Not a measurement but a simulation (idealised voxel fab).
process module | voxel tone inversion
Square cell edge 5 nm, section width 300 nm, ID cut.
Cross-section, as written here: a square-cell grid given band by band from the top down, where a band holds one or more rows of cells.
Heights first: top, then bottom, in nm. Then materials, left to right, each with a width in nm. "everywhere" on a single material: fills the band edge to edge. "air": empty space.
Beneath 0, the wafer as received is one material, and that level is where height counting begins. The lowest band goes on downward without a bottom; it is written like "top 0, no bottom".
Graded width ("30 to 40"): value in top row of band = first number; value in bottom row = second number; row-to-row change constant.
What does "nothing was modified" mean for a step? It means no cell of the cross-section changed in that step.
So "Closed void list" is basically the list of trapped voids: any empty space of 8 cells or more that can't reach the top through an opening. They're written width x height at distance, the distance being from the left edge, and it's all nm.
That trailing text on a step's line, after the settings, is the simulator's own remark on the step.
overlay nm: on a step with a mask, how far right of its planned place the mask lay; negative means left.
INTENDED PROCESS STEPS
1) RECEIVE (material Si)
2) CONFORMAL_DEP (material SiCN; thk nm 10)
3) DIRECTIONAL_DEP (material polySi; thk nm 20)
4) PATTERN (tone cover; mask id POSTS; material resist; width nm 25; pitch nm 55; thk nm 30; overlay nm 0)
5) DIRECTIONAL_ETCH (etch materials polySi; depth nm 20)
6) STRIP (etch materials resist)
7) FILL_DEP (material SiO2; thk nm 10)
8) CMP (height nm 30)
9) STRIP (etch materials polySi)
10) CONFORMAL_DEP (material TiN; thk nm 5)
11) FILL_DEP (material Cu; thk nm 10)
12) CMP (height nm 30)
13) CONFORMAL_DEP (material SiN; thk nm 5)
OF TWO WAFERS, THE FIRST: RUN ACCORDING TO PLAN
THE CROSS-SECTION HERE SHOWS THE WAFER AS RECEIVED, I.E. IN ITS STATE AFTER STEP 1
> top 0, no bottom = Si everywhere
> Closed void list: none
ONCE STEP 2 IS THROUGH, THE WAFER LOOKS LIKE THIS IN CROSS-SECTION
> top 10, bottom 0 = SiCN everywhere
> Nothing below the height 0 has changed.
ONCE STEP 3 IS THROUGH, THE WAFER LOOKS LIKE THIS IN CROSS-SECTION
> top 30, bottom 10 = polySi everywhere
> Nothing below the height 10 has changed.
ONCE STEP 4 IS THROUGH, THE WAFER LOOKS LIKE THIS IN CROSS-SECTION
> top 60, bottom 30 = air: 55, then resist: 25, then air: 30, then resist: 25, then air: 30, then resist: 25, then air: 30, then resist: 25, then air: 55
> Nothing below the height 30 has changed.
ONCE STEP 5 IS THROUGH, THE WAFER LOOKS LIKE THIS IN CROSS-SECTION
> top 60, bottom 30 = air: 55, then resist: 25, then air: 30, then resist: 25, then air: 30, then resist: 25, then air: 30, then resist: 25, then air: 55
> top 30, bottom 10 = air: 55, then polySi: 25, then air: 30, then polySi: 25, then air: 30, then polySi: 25, then air: 30, then polySi: 25, then air: 55
> Nothing below the height 10 has changed.
ONCE STEP 6 IS THROUGH, THE WAFER LOOKS LIKE THIS IN CROSS-SECTION
> top 30, bottom 10 = air: 55, then polySi: 25, then air: 30, then polySi: 25, then air: 30, then polySi: 25, then air: 30, then polySi: 25, then air: 55
> Nothing below the height 10 has changed.
ONCE STEP 7 IS THROUGH, THE WAFER LOOKS LIKE THIS IN CROSS-SECTION
> top 40, bottom 30 = SiO2 everywhere
> top 30, bottom 10 = SiO2: 55, then polySi: 25, then SiO2: 30, then polySi: 25, then SiO2: 30, then polySi: 25, then SiO2: 30, then polySi: 25, then SiO2: 55
> Nothing below the height 10 has changed.
ONCE STEP 8 IS THROUGH, THE WAFER LOOKS LIKE THIS IN CROSS-SECTION
> top 30, bottom 10 = SiO2: 55, then polySi: 25, then SiO2: 30, then polySi: 25, then SiO2: 30, then polySi: 25, then SiO2: 30, then polySi: 25, then SiO2: 55
> Nothing below the height 10 has changed.
ONCE STEP 9 IS THROUGH, THE WAFER LOOKS LIKE THIS IN CROSS-SECTION
> top 30, bottom 10 = SiO2: 55, then air: 25, then SiO2: 30, then air: 25, then SiO2: 30, then air: 25, then SiO2: 30, then air: 25, then SiO2: 55
> Nothing below the height 10 has changed.
ONCE STEP 10 IS THROUGH, THE WAFER LOOKS LIKE THIS IN CROSS-SECTION
> top 35, bottom 30 = TiN: 60, then air: 15, then TiN: 40, then air: 15, then TiN: 40, then air: 15, then TiN: 40, then air: 15, then TiN: 60
> top 30, bottom 15 = SiO2: 55, then TiN: 5, then air: 15, then TiN: 5, then SiO2: 30, then TiN: 5, then air: 15, then TiN: 5, then SiO2: 30, then TiN: 5, then air: 15, then TiN: 5, then SiO2: 30, then TiN: 5, then air: 15, then TiN: 5, then SiO2: 55
> top 15, bottom 10 = SiO2: 55, then TiN: 25, then SiO2: 30, then TiN: 25, then SiO2: 30, then TiN: 25, then SiO2: 30, then TiN: 25, then SiO2: 55
> Nothing below the height 10 has changed.
ONCE STEP 11 IS THROUGH, THE WAFER LOOKS LIKE THIS IN CROSS-SECTION
> top 45, bottom 35 = Cu everywhere
> top 35, bottom 30 = TiN: 60, then Cu: 15, then TiN: 40, then Cu: 15, then TiN: 40, then Cu: 15, then TiN: 40, then Cu: 15, then TiN: 60
> top 30, bottom 15 = SiO2: 55, then TiN: 5, then Cu: 15, then TiN: 5, then SiO2: 30, then TiN: 5, then Cu: 15, then TiN: 5, then SiO2: 30, then TiN: 5, then Cu: 15, then TiN: 5, then SiO2: 30, then TiN: 5, then Cu: 15, then TiN: 5, then SiO2: 55
> Nothing below the height 15 has changed.
ONCE STEP 12 IS THROUGH, THE WAFER LOOKS LIKE THIS IN CROSS-SECTION
> top 30, bottom 15 = SiO2: 55, then TiN: 5, then Cu: 15, then TiN: 5, then SiO2: 30, then TiN: 5, then Cu: 15, then TiN: 5, then SiO2: 30, then TiN: 5, then Cu: 15, then TiN: 5, then SiO2: 30, then TiN: 5, then Cu: 15, then TiN: 5, then SiO2: 55
> Nothing below the height 15 has changed.
ONCE STEP 13 IS THROUGH, THE WAFER LOOKS LIKE THIS IN CROSS-SECTION
> top 35, bottom 30 = SiN everywhere
> Nothing below the height 30 has changed.
WHAT FOLLOWS CONCERNS THE SECOND WAFER, WHICH STARTED OUT LIKE THE FIRST AND WAS MEANT TO FOLLOW THE VERY SAME PLAN; ONE MISTAKE CREPT IN WHEN IT WAS RUN, BUT EVERYTHING UP TO AND INCLUDING STEP 1 IS THE SAME AS FOR THE FIRST WAFER
when step 2 should have ended: nothing was modified
WHEN STEP 3 SHOULD HAVE ENDED
> top 20, bottom 0 = polySi everywhere
> Nothing below the height 0 has changed.
WHEN STEP 4 SHOULD HAVE ENDED
> top 50, bottom 20 = air: 55, then resist: 25, then air: 30, then resist: 25, then air: 30, then resist: 25, then air: 30, then resist: 25, then air: 55
> Nothing below the height 20 has changed.
WHEN STEP 5 SHOULD HAVE ENDED
> top 50, bottom 20 = air: 55, then resist: 25, then air: 30, then resist: 25, then air: 30, then resist: 25, then air: 30, then resist: 25, then air: 55
> top 20, bottom 0 = air: 55, then polySi: 25, then air: 30, then polySi: 25, then air: 30, then polySi: 25, then air: 30, then polySi: 25, then air: 55
> Nothing below the height 0 has changed.
WHEN STEP 6 SHOULD HAVE ENDED
> top 20, bottom 0 = air: 55, then polySi: 25, then air: 30, then polySi: 25, then air: 30, then polySi: 25, then air: 30, then polySi: 25, then air: 55
> Nothing below the height 0 has changed.
WHEN STEP 7 SHOULD HAVE ENDED
> top 30, bottom 20 = SiO2 everywhere
> top 20, bottom 0 = SiO2: 55, then polySi: 25, then SiO2: 30, then polySi: 25, then SiO2: 30, then polySi: 25, then SiO2: 30, then polySi: 25, then SiO2: 55
> Nothing below the height 0 has changed.
when step 8 should have ended: nothing was modified
when step 9 should have ended: nothing was modified
WHEN STEP 10 SHOULD HAVE ENDED
> top 35, bottom 30 = TiN everywhere
> Nothing below the height 30 has changed.
WHEN STEP 11 SHOULD HAVE ENDED
> top 45, bottom 35 = Cu everywhere
> Nothing below the height 35 has changed.
WHEN STEP 12 SHOULD HAVE ENDED
> top 30, bottom 20 = SiO2 everywhere
> Nothing below the height 20 has changed.
WHEN STEP 13 SHOULD HAVE ENDED
> top 35, bottom 30 = SiN everywhere
> Nothing below the height 30 has changed.
Here's what went sideways: execution of step 2 of the plan did not take place, the step having been omitted
Count the cells at the end and the second wafer has more or fewer of some materials than the first: -36 Cu, -120 SiCN, +120 SiO2, -44 TiN, +80 polySi
